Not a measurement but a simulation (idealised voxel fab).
The name of this process module is voxel self aligned vias.
The cross-section on display is named cut; it measures 235 nm wide, and its cells are 5 nm squares.
Square cells in a grid make up a cross-section in this document, and the grid is given as bands, listed from the top down, each one or more rows of cells.
Top, bottom (nm), then materials left to right with widths (nm); lone material tagged "all across" fills the whole band edge to edge; "air" = empty space.
Where do heights start? At 0: under that level the wafer as delivered is made of one material only. And the lowest band has no floor; it just carries on downward, as in "0 down".
A width given as "30->40" starts at the first number in the band's top row and ends at the second number in its bottom row, shifting by an equal amount at every step from row to row.
"no alteration", as given for a step, is the statement that not any cell of the cross-section underwent a change during that step.
What "Sealed-off cavities" gives you is every empty space of 8 cells or more that is cut off from the top. Each appears as width x height at distance, with the distance taken from the left edge and width, height and distance all in nm.
Heads up: the bit after the settings on a step's line is the simulator's remark on that step.
overlay nm: step with mask; distance mask lay right of planned place; negative value = left of planned place.
**This section lists the process steps that were planned**
1,RECEIVE, material Si
2,CONFORMAL_DEP, material SiO2, thk nm 15
3,CONFORMAL_DEP, material SiCN, thk nm 5
4,DIRECTIONAL_DEP, material SiO2, thk nm 30
5,DIRECTIONAL_DEP, material aC, thk nm 15
6,PATTERN, tone open, mask id LINES, material resist, width nm 25, pitch nm 60, thk nm 30, overlay nm 0
7,DIRECTIONAL_ETCH, etch materials aC, depth nm 15
8,STRIP, etch materials resist
9,DIRECTIONAL_ETCH, etch materials SiO2, depth nm 30
10,STRIP, etch materials aC
11,CONFORMAL_DEP, material TiN, thk nm 5
12,FILL_DEP, material W, thk nm 10
13,CMP, height nm 50
14,SELECTIVE_ETCH, etch materials W Ru TiN, depth nm 10
15,FILL_DEP, material SiN, thk nm 10
16,CMP, height nm 50
17,DIRECTIONAL_DEP, material SiO2, thk nm 15
18,MASKED_ETCH, tone open, mask id VIAS, width nm 45, etch materials SiO2, depth nm 15, overlay nm 0
19,MASKED_ETCH, tone open, mask id VIAS, width nm 45, etch materials SiN, depth nm 10, overlay nm 0
20,CONFORMAL_DEP, material TiN, thk nm 5
21,FILL_DEP, material Ru, thk nm 5
22,CMP, height nm 65
23,CONFORMAL_DEP, material SiN, thk nm 5
**Cross-section of the incoming wafer, state after step 1**
0 down: Si all across
Sealed-off cavities: none
**One mistake in running the module, otherwise start and plan as above: cross-section at the end**
70 to 65: SiN all across
65 to 50: SiO2 65 nm; TiN 5 nm; Ru 35 nm; TiN 5 nm; SiO2 125 nm
50 to 45: SiN 65 nm; TiN 15 nm; Ru 15 nm; TiN 15 nm; SiN 125 nm
45 to 40: SiO2 75 nm; TiN 25 nm; SiO2 35 nm; SiN 25 nm; SiO2 75 nm
40 to 20: SiO2 75 nm; TiN 5 nm; W 15 nm; TiN 5 nm; SiO2 35 nm; TiN 5 nm; W 15 nm; TiN 5 nm; SiO2 75 nm
20 to 15: SiO2 75 nm; TiN 25 nm; SiO2 35 nm; TiN 25 nm; SiO2 75 nm
15 to 10: SiCN all across
10 to 0: SiO2 all across
0 down: Si all across
Sealed-off cavities: none
What broke from the plan during processing? off-plan run, step 2, actual operation and settings CONFORMAL_DEP, material SiO2, thk nm 10
